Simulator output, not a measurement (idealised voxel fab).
A process module follows: voxel ribs on slabs.
Square cell edge 5 nm, section width 200 nm, ID cut.
A cross-section in this document is a grid of square cells, and it is written down as bands, the top band listed before the ones below it; a band is made up of one or more rows of cells. Band entry format. Leading values: height of top, height of bottom, nm. Remainder: materials in left-to-right order, each with its width in nm. Special words: "full width" on a single material, which then fills the band edge to edge; "empty", empty space. Height 0 is the level under which the wafer as received is all one material. The lowest band goes on downwards, as in "z 0 and below". Width: "30 to 40" (first number = top row, second number = bottom row, same change from row to row of cells). Basically "identical to before" means that step didn't change any cell in the cross-section. "Listed closed voids": empty spaces of 8 cells or more with no open way to the top, each given as width x height at distance, distance from the left edge, all in nm. On each step's line, the part that comes after the settings is the simulator's own comment on the step. A step line may carry the setting "overlay nm", which, for steps involving a mask, states the distance by which the mask lay to the right of its intended position; negative values denote displacement to the left. Read the rest as pairs. Take the cross-section before one process step, then the cross-section after it, which shows only down to the lowest band that changed. Under the pair, find the step between them and its settings. Bear in mind that pairs may come from different runs of this module on the same starting wafer: link a pair to the pair above it only where its entry headed "Pre-processing view" says to.

-- Pre-processing view
z 0 and below  Si full width
Listed closed voids: none

-- Result of Step
z 20 to 0  SiO2 full width
Under 0: no change, same as before.
Listed closed voids: none
Quick note on the step between the two cross-sections above: op DIRECTIONAL_DEP | material SiO2 | thk nm 20

Pre-processing view: as in the pair right above, post-step view.

-- Result of Step
z 45 to 20  SiN full width
Under 20: no change, same as before.
Listed closed voids: none
Quick note on the step between the two cross-sections above: op DIRECTIONAL_DEP | material SiN | thk nm 25

Pre-processing view: as in the pair right above, post-step view.

-- Result of Step
z 65 to 45  90 of empty, 20 of resist, 90 of empty
Under 45: no change, same as before.
Listed closed voids: none
Quick note on the step between the two cross-sections above: op PATTERN | tone cover | mask id RIB | material resist | width nm 20 | thk nm 20 | overlay nm 0

Pre-processing view: as in the pair right above, post-step view.

-- Result of Step
z 65 to 45  90 of empty, 20 of resist, 90 of empty
z 45 to 40  90 of empty, 20 of SiN, 90 of empty
Under 40: no change, same as before.
Listed closed voids: none
Quick note on the step between the two cross-sections above: op DIRECTIONAL_ETCH | etch materials SiN | depth nm 5

Pre-processing view: as in the pair right above, post-step view.

-- Result of Step
z 45 to 40  90 of empty, 20 of SiN, 90 of empty
Under 40: no change, same as before.
Listed closed voids: none
Quick note on the step between the two cross-sections above: op STRIP | etch materials resist

Pre-processing view: as in the pair right above, post-step view.

-- Result of Step
z 60 to 45  60 of empty, 80 of resist, 60 of empty
z 45 to 40  60 of empty, 30 of resist, 20 of SiN, 30 of resist, 60 of empty
Under 40: no change, same as before.
Listed closed voids: none
Quick note on the step between the two cross-sections above: op PATTERN | tone cover | mask id SLAB | material resist | width nm 80 | thk nm 15 | overlay nm 0

Pre-processing view: as in the pair right above, post-step view.

-- Result of Step
z 60 to 45  60 of empty, 80 of resist, 60 of empty
z 45 to 40  60 of empty, 30 of resist, 20 of SiN, 30 of resist, 60 of empty
z 40 to 20  60 of empty, 80 of SiN, 60 of empty
Under 20: no change, same as before.
Listed closed voids: none
Quick note on the step between the two cross-sections above: op DIRECTIONAL_ETCH | etch materials SiN | depth nm 20

Pre-processing view: as in the pair right above, post-step view.

-- Result of Step
z 45 to 40  90 of empty, 20 of SiN, 90 of empty
Under 40: no change, same as before.
Listed closed voids: none
Quick note on the step between the two cross-sections above: op STRIP | etch materials resist

Pre-processing view: as in the pair right above, post-step view.

-- Result of Step
z 75 to 45  SiO2 full width
z 45 to 40  90 of SiO2, 20 of SiN, 90 of SiO2
z 40 to 20  60 of SiO2, 80 of SiN, 60 of SiO2
Under 20: no change, same as before.
Listed closed voids: none
Quick note on the step between the two cross-sections above: op FILL_DEP | material SiO2 | thk nm 30

Pre-processing view: as in the pair right above, post-step view.

-- Result of Step
z 65 to 45  SiO2 full width
Under 45: no change, same as before.
Listed closed voids: none
Quick note on the step between the two cross-sections above: op CMP | height nm 65

Pre-processing view: as in the pair right above, post-step view.

-- Result of Step
z 75 to 65  W full width
Under 65: no change, same as before.
Listed closed voids: none
Quick note on the step between the two cross-sections above: op DIRECTIONAL_DEP | material W | thk nm 10

Pre-processing view: as in the pair right above, post-step view.

-- Result of Step
z 75 to 65  85 of empty, 30 of W, 85 of empty
Under 65: no change, same as before.
Listed closed voids: none
Quick note on the step between the two cross-sections above: op MASKED_ETCH | tone cover | mask id HEATER | width nm 30 | etch materials W | depth nm 10 | overlay nm 0

Pre-processing view: as in the pair right above, post-step view.

-- Result of Step
z 85 to 75  75 of empty, 50 of SiO2, 75 of empty
z 75 to 65  85 of SiO2, 30 of W, 85 of SiO2
Under 65: no change, same as before.
Listed closed voids: none
Quick note on the step between the two cross-sections above: op CONFORMAL_DEP | material SiO2 | thk nm 10

-- Pre-processing view
z 45 to 20  SiN full width
z 20 to 0  SiO2 full width
z 0 and below  Si full width
Listed closed voids: none

-- Result of Step
z 70 to 20  SiN full width
Under 20: no change, same as before.
Listed closed voids: none
Quick note on the step between the two cross-sections above: op DIRECTIONAL_DEP | material SiN | thk nm 25

Pre-processing view: as in the pair right above, post-step view.

-- Result of Step
z 90 to 70  90 of empty, 20 of resist, 90 of empty
Under 70: no change, same as before.
Listed closed voids: none
Quick note on the step between the two cross-sections above: op PATTERN | tone cover | mask id RIB | material resist | width nm 20 | thk nm 20 | overlay nm 0

Pre-processing view: as in the pair right above, post-step view.

-- Result of Step
z 90 to 70  90 of empty, 20 of resist, 90 of empty
z 70 to 65  90 of empty, 20 of SiN, 90 of empty
Under 65: no change, same as before.
Listed closed voids: none
Quick note on the step between the two cross-sections above: op DIRECTIONAL_ETCH | etch materials SiN | depth nm 5

Pre-processing view: as in the pair right above, post-step view.

-- Result of Step
z 70 to 65  90 of empty, 20 of SiN, 90 of empty
Under 65: no change, same as before.
Listed closed voids: none
Quick note on the step between the two cross-sections above: op STRIP | etch materials resist

Pre-processing view: as in the pair right above, post-step view.

-- Result of Step
z 85 to 70  60 of empty, 80 of resist, 60 of empty
z 70 to 65  60 of empty, 30 of resist, 20 of SiN, 30 of resist, 60 of empty
Under 65: no change, same as before.
Listed closed voids: none
Quick note on the step between the two cross-sections above: op PATTERN | tone cover | mask id SLAB | material resist | width nm 80 | thk nm 15 | overlay nm 0

Pre-processing view: as in the pair right above, post-step view.

-- Result of Step
z 85 to 70  60 of empty, 80 of resist, 60 of empty
z 70 to 65  60 of empty, 30 of resist, 20 of SiN, 30 of resist, 60 of empty
z 65 to 45  60 of empty, 80 of SiN, 60 of empty
Under 45: no change, same as before.
Listed closed voids: none
Quick note on the step between the two cross-sections above: op DIRECTIONAL_ETCH | etch materials SiN | depth nm 20

Pre-processing view: as in the pair right above, post-step view.

-- Result of Step
z 70 to 65  90 of empty, 20 of SiN, 90 of empty
Under 65: no change, same as before.
Listed closed voids: none
Quick note on the step between the two cross-sections above: op STRIP | etch materials resist

Pre-processing view: as in the pair right above, post-step view.

-- Result of Step
z 100 to 70  SiO2 full width
z 70 to 65  90 of SiO2, 20 of SiN, 90 of SiO2
z 65 to 45  60 of SiO2, 80 of SiN, 60 of SiO2
Under 45: no change, same as before.
Listed closed voids: none
Quick note on the step between the two cross-sections above: op FILL_DEP | material SiO2 | thk nm 30

Pre-processing view: as in the pair right above, post-step view.

-- Result of Step
z 65 to 45  60 of SiO2, 80 of SiN, 60 of SiO2
Under 45: no change, same as before.
Listed closed voids: none
Quick note on the step between the two cross-sections above: op CMP | height nm 65

Pre-processing view: as in the pair right above, post-step view.

-- Result of Step
z 75 to 65  W full width
Under 65: no change, same as before.
Listed closed voids: none
Quick note on the step between the two cross-sections above: op DIRECTIONAL_DEP | material W | thk nm 10

Pre-processing view: as in the pair right above, post-step view.

-- Result of Step
z 75 to 65  85 of empty, 30 of W, 85 of empty
Under 65: no change, same as before.
Listed closed voids: none
Quick note on the step between the two cross-sections above: op MASKED_ETCH | tone cover | mask id HEATER | width nm 30 | etch materials W | depth nm 10 | overlay nm 0

Pre-processing view: as in the pair right above, post-step view.

-- Result of Step
z 85 to 75  75 of empty, 50 of SiO2, 75 of empty
z 75 to 65  85 of SiO2, 30 of W, 85 of SiO2
Under 65: no change, same as before.
Listed closed voids: none
Quick note on the step between the two cross-sections above: op CONFORMAL_DEP | material SiO2 | thk nm 10

-- Pre-processing view
z 0 and below  Si full width
Listed closed voids: none

-- Result of Step
z 25 to 0  SiN full width
Under 0: no change, same as before.
Listed closed voids: none
Quick note on the step between the two cross-sections above: op DIRECTIONAL_DEP | material SiN | thk nm 25

Pre-processing view: as in the pair right above, post-step view.

-- Result of Step
z 45 to 25  SiO2 full width
Under 25: no change, same as before.
Listed closed voids: none
Quick note on the step between the two cross-sections above: op DIRECTIONAL_DEP | material SiO2 | thk nm 20

Pre-processing view: as in the pair right above, post-step view.

-- Result of Step
z 65 to 45  90 of empty, 20 of resist, 90 of empty
Under 45: no change, same as before.
Listed closed voids: none
Quick note on the step between the two cross-sections above: op PATTERN | tone cover | mask id RIB | material resist | width nm 20 | thk nm 20 | overlay nm 0

Pre-processing view: as in the pair right above, post-step view.

-- Result of Step
z 45 to 25  SiO2 full width
Under 25: no change, same as before.
Listed closed voids: none
Quick note on the step between the two cross-sections above: op STRIP | etch materials resist

Pre-processing view: as in the pair right above, post-step view.

-- Result of Step
z 60 to 45  60 of empty, 80 of resist, 60 of empty
Under 45: no change, same as before.
Listed closed voids: none
Quick note on the step between the two cross-sections above: op PATTERN | tone cover | mask id SLAB | material resist | width nm 80 | thk nm 15 | overlay nm 0

Pre-processing view: as in the pair right above, post-step view.

-- Result of Step
z 45 to 25  SiO2 full width
Under 25: no change, same as before.
Listed closed voids: none
Quick note on the step between the two cross-sections above: op STRIP | etch materials resist

Pre-processing view: as in the pair right above, post-step view.

-- Result of Step
z 75 to 25  SiO2 full width
Under 25: no change, same as before.
Listed closed voids: none
Quick note on the step between the two cross-sections above: op FILL_DEP | material SiO2 | thk nm 30

Pre-processing view: as in the pair right above, post-step view.

-- Result of Step
z 65 to 25  SiO2 full width
Under 25: no change, same as before.
Listed closed voids: none
Quick note on the step between the two cross-sections above: op CMP | height nm 65

Pre-processing view: as in the pair right above, post-step view.

-- Result of Step
z 75 to 65  W full width
Under 65: no change, same as before.
Listed closed voids: none
Quick note on the step between the two cross-sections above: op DIRECTIONAL_DEP | material W | thk nm 10

Pre-processing view: as in the pair right above, post-step view.

-- Result of Step
z 75 to 65  85 of empty, 30 of W, 85 of empty
Under 65: no change, same as before.
Listed closed voids: none
Quick note on the step between the two cross-sections above: op MASKED_ETCH | tone cover | mask id HEATER | width nm 30 | etch materials W | depth nm 10 | overlay nm 0

Pre-processing view: as in the pair right above, post-step view.

-- Result of Step
z 85 to 75  75 of empty, 50 of SiO2, 75 of empty
z 75 to 65  85 of SiO2, 30 of W, 85 of SiO2
Under 65: no change, same as before.
Listed closed voids: none
Quick note on the step between the two cross-sections above: op CONFORMAL_DEP | material SiO2 | thk nm 10

-- Pre-processing view
z 75 to 65  W full width
z 65 to 45  SiO2 full width
z 45 to 40  90 of SiO2, 20 of SiN, 90 of SiO2
z 40 to 20  60 of SiO2, 80 of SiN, 60 of SiO2
z 20 to 0  SiO2 full width
z 0 and below  Si full width
Listed closed voids: none

-- Result of Step
z 75 to 70  85 of empty, 30 of W, 85 of empty
Under 70: no change, same as before.
Listed closed voids: none
Quick note on the step between the two cross-sections above: op MASKED_ETCH | tone cover | mask id HEATER | width nm 30 | etch materials W | depth nm 5 | overlay nm 0

Pre-processing view: as in the pair right above, post-step view.

-- Result of Step
z 85 to 80  75 of empty, 50 of SiO2, 75 of empty
z 80 to 75  SiO2 full width
z 75 to 70  85 of SiO2, 30 of W, 85 of SiO2
Under 70: no change, same as before.
Listed closed voids: none
Quick note on the step between the two cross-sections above: op CONFORMAL_DEP | material SiO2 | thk nm 10

-- Pre-processing view
z 45 to 40  90 of empty, 20 of SiN, 90 of empty
z 40 to 20  SiN full width
z 20 to 0  SiO2 full width
z 0 and below  Si full width
Listed closed voids: none

-- Result of Step
z 60 to 45  65 of empty, 75 of resist, 60 of empty
z 45 to 40  65 of empty, 25 of resist, 20 of SiN, 30 of resist, 60 of empty
Under 40: no change, same as before.
Listed closed voids: none
Quick note on the step between the two cross-sections above: op PATTERN | tone cover | mask id SLAB | material resist | width nm 75 | thk nm 15 | overlay nm 0

Pre-processing view: as in the pair right above, post-step view.

-- Result of Step
z 60 to 45  65 of empty, 75 of resist, 60 of empty
z 45 to 40  65 of empty, 25 of resist, 20 of SiN, 30 of resist, 60 of empty
z 40 to 20  65 of empty, 75 of SiN, 60 of empty
Under 20: no change, same as before.
Listed closed voids: none
Quick note on the step between the two cross-sections above: op DIRECTIONAL_ETCH | etch materials SiN | depth nm 20

Pre-processing view: as in the pair right above, post-step view.

-- Result of Step
z 45 to 40  90 of empty, 20 of SiN, 90 of empty
Under 40: no change, same as before.
Listed closed voids: none
Quick note on the step between the two cross-sections above: op STRIP | etch materials resist

Pre-processing view: as in the pair right above, post-step view.

-- Result of Step
z 75 to 45  SiO2 full width
z 45 to 40  90 of SiO2, 20 of SiN, 90 of SiO2
z 40 to 20  65 of SiO2, 75 of SiN, 60 of SiO2
Under 20: no change, same as before.
Listed closed voids: none
Quick note on the step between the two cross-sections above: op FILL_DEP | material SiO2 | thk nm 30

Pre-processing view: as in the pair right above, post-step view.

-- Result of Step
z 65 to 45  SiO2 full width
Under 45: no change, same as before.
Listed closed voids: none
Quick note on the step between the two cross-sections above: op CMP | height nm 65

Pre-processing view: as in the pair right above, post-step view.

-- Result of Step
z 75 to 65  W full width
Under 65: no change, same as before.
Listed closed voids: none
Quick note on the step between the two cross-sections above: op DIRECTIONAL_DEP | material W | thk nm 10

Pre-processing view: as in the pair right above, post-step view.

-- Result of Step
z 75 to 65  85 of empty, 30 of W, 85 of empty
Under 65: no change, same as before.
Listed closed voids: none
Quick note on the step between the two cross-sections above: op MASKED_ETCH | tone cover | mask id HEATER | width nm 30 | etch materials W | depth nm 10 | overlay nm 0

Pre-processing view: as in the pair right above, post-step view.

-- Result of Step
z 85 to 75  75 of empty, 50 of SiO2, 75 of empty
z 75 to 65  85 of SiO2, 30 of W, 85 of SiO2
Under 65: no change, same as before.
Listed closed voids: none
Quick note on the step between the two cross-sections above: op CONFORMAL_DEP | material SiO2 | thk nm 10

-- Pre-processing view
z 45 to 40  90 of empty, 20 of SiN, 90 of empty
z 40 to 20  SiN full width
z 20 to 0  SiO2 full width
z 0 and below  Si full width
Listed closed voids: none

-- Result of Step
z 60 to 45  55 of empty, 80 of resist, 65 of empty
z 45 to 40  55 of empty, 35 of resist, 20 of SiN, 25 of resist, 65 of empty
Under 40: no change, same as before.
Listed closed voids: none
Quick note on the step between the two cross-sections above: op PATTERN | tone cover | mask id SLAB | material resist | width nm 80 | thk nm 15 | overlay nm -5

Pre-processing view: as in the pair right above, post-step view.

-- Result of Step
z 60 to 45  55 of empty, 80 of resist, 65 of empty
z 45 to 40  55 of empty, 35 of resist, 20 of SiN, 25 of resist, 65 of empty
z 40 to 20  55 of empty, 80 of SiN, 65 of empty
Under 20: no change, same as before.
Listed closed voids: none
Quick note on the step between the two cross-sections above: op DIRECTIONAL_ETCH | etch materials SiN | depth nm 20

Pre-processing view: as in the pair right above, post-step view.

-- Result of Step
z 45 to 40  90 of empty, 20 of SiN, 90 of empty
Under 40: no change, same as before.
Listed closed voids: none
Quick note on the step between the two cross-sections above: op STRIP | etch materials resist

Pre-processing view: as in the pair right above, post-step view.

-- Result of Step
z 75 to 45  SiO2 full width
z 45 to 40  90 of SiO2, 20 of SiN, 90 of SiO2
z 40 to 20  55 of SiO2, 80 of SiN, 65 of SiO2
Under 20: no change, same as before.
Listed closed voids: none
Quick note on the step between the two cross-sections above: op FILL_DEP | material SiO2 | thk nm 30

Pre-processing view: as in the pair right above, post-step view.

-- Result of Step
z 65 to 45  SiO2 full width
Under 45: no change, same as before.
Listed closed voids: none
Quick note on the step between the two cross-sections above: op CMP | height nm 65

Pre-processing view: as in the pair right above, post-step view.

-- Result of Step
z 75 to 65  W full width
Under 65: no change, same as before.
Listed closed voids: none
Quick note on the step between the two cross-sections above: op DIRECTIONAL_DEP | material W | thk nm 10

Pre-processing view: as in the pair right above, post-step view.

-- Result of Step
z 75 to 65  85 of empty, 30 of W, 85 of empty
Under 65: no change, same as before.
Listed closed voids: none
Quick note on the step between the two cross-sections above: op MASKED_ETCH | tone cover | mask id HEATER | width nm 30 | etch materials W | depth nm 10 | overlay nm 0

Pre-processing view: as in the pair right above, post-step view.

-- Result of Step
z 85 to 75  75 of empty, 50 of SiO2, 75 of empty
z 75 to 65  85 of SiO2, 30 of W, 85 of SiO2
Under 65: no change, same as before.
Listed closed voids: none
Quick note on the step between the two cross-sections above: op CONFORMAL_DEP | material SiO2 | thk nm 10

-- Pre-processing view
z 45 to 40  90 of empty, 20 of SiN, 90 of empty
z 40 to 20  60 of empty, 80 of SiN, 60 of empty
z 20 to 0  SiO2 full width
z 0 and below  Si full width
Listed closed voids: none

-- Result of Step
z 75 to 20  SiN full width
Under 20: no change, same as before.
Listed closed voids: none
Quick note on the step between the two cross-sections above: op FILL_DEP | material SiN | thk nm 30

Pre-processing view: as in the pair right above, post-step view.

-- Result of Step
z 65 to 20  SiN full width
Under 20: no change, same as before.
Listed closed voids: none
Quick note on the step between the two cross-sections above: op CMP | height nm 65

Pre-processing view: as in the pair right above, post-step view.

-- Result of Step
z 75 to 65  W full width
Under 65: no change, same as before.
Listed closed voids: none
Quick note on the step between the two cross-sections above: op DIRECTIONAL_DEP | material W | thk nm 10

Pre-processing view: as in the pair right above, post-step view.

-- Result of Step
z 75 to 65  85 of empty, 30 of W, 85 of empty
Under 65: no change, same as before.
Listed closed voids: none
Quick note on the step between the two cross-sections above: op MASKED_ETCH | tone cover | mask id HEATER | width nm 30 | etch materials W | depth nm 10 | overlay nm 0

Pre-processing view: as in the pair right above, post-step view.

-- Result of Step
z 85 to 75  75 of empty, 50 of SiO2, 75 of empty
z 75 to 65  85 of SiO2, 30 of W, 85 of SiO2
Under 65: no change, same as before.
Listed closed voids: none
Quick note on the step between the two cross-sections above: op CONFORMAL_DEP | material SiO2 | thk nm 10

-- Pre-processing view
z 75 to 65  W full width
z 65 to 45  SiO2 full width
z 45 to 40  90 of SiO2, 20 of SiN, 90 of SiO2
z 40 to 20  60 of SiO2, 80 of SiN, 60 of SiO2
z 20 to 0  SiO2 full width
z 0 and below  Si full width
Listed closed voids: none

-- Result of Step
z 75 to 65  85 of W, 30 of empty, 85 of W
Under 65: no change, same as before.
Listed closed voids: none
Quick note on the step between the two cross-sections above: op MASKED_ETCH | tone open | mask id HEATER | width nm 30 | etch materials W | depth nm 10 | overlay nm 0

Pre-processing view: as in the pair right above, post-step view.

-- Result of Step
z 85 to 75  95 of SiO2, 10 of empty, 95 of SiO2
z 75 to 65  85 of W, 30 of SiO2, 85 of W
Under 65: no change, same as before.
Listed closed voids: none
Quick note on the step between the two cross-sections above: op CONFORMAL_DEP | material SiO2 | thk nm 10
